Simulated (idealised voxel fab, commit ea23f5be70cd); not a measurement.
process module | voxel released beams
Shown is cross-section cut, with a width of 245 nm and square cells of size 5 nm.
A cross-section in this document is a grid of square cells, and it is written down as bands, the top band listed before the ones below it; a band is made up of one or more rows of cells.
Within each band entry, the heights of the top and of the bottom of the band appear first, in that order and in nm; the materials of the band then follow from left to right, each with its corresponding width in nm. The designation "all across" on a single material indicates that it fills the band from edge to edge; the designation "blank" indicates empty space.
Height reference: 0 = level under which incoming wafer is all one material. Lowest band: no bottom, runs on downward, e.g. "from 0 down".
Width: "30..40" (first number = top row, second number = bottom row, same change from row to row of cells).
"same as before" after a step means that no cell of the cross-section changed.
"Enclosed void list": empty spaces of 8 cells or more with no open way to the top, each given as width x height at distance, distance from the left edge, all in nm.
Read whatever lies past the settings on a step's line as the simulator's own remark about the step.
A step's line can hold "overlay nm"; with a mask on that step, the setting says how far right of the planned place the mask lay, while a negative setting says it lay to the left.
Process steps foreseen in the plan
1) RECEIVE,material Si
2) CONFORMAL_DEP,material Al2O3,thk nm 10
3) DIRECTIONAL_DEP,material SiO2,thk nm 15
4) PATTERN,tone open,mask id ANCHOR,material resist,width nm 35,thk nm 15,overlay nm 0
5) DIRECTIONAL_ETCH,etch materials SiO2,depth nm 15
6) STRIP,etch materials resist
7) CONFORMAL_DEP,material SiN,thk nm 10
8) PATTERN,tone cover,mask id BEAM,material resist,width nm 95,thk nm 20,overlay nm 0
9) DIRECTIONAL_ETCH,etch materials SiN,depth nm 10
10) STRIP,etch materials resist
11) STRIP,etch materials SiO2
as received, after step 1
    from 0 down = Si all across
    Enclosed void list: none
Final cross-section, module run with one mistake (start and plan as above)
    from 35 to 25 = 70 of blank | 95 of SiN | 80 of blank
    from 25 to 15 = Al2O3 all across
    from 15 to 0 = SiO2 all across
    from 0 down = Si all across
    Enclosed void list: none
Where did the run depart from the plan? the executed order of steps 2 and 3 is the reverse of that specified in the plan, each step having taken the other's position
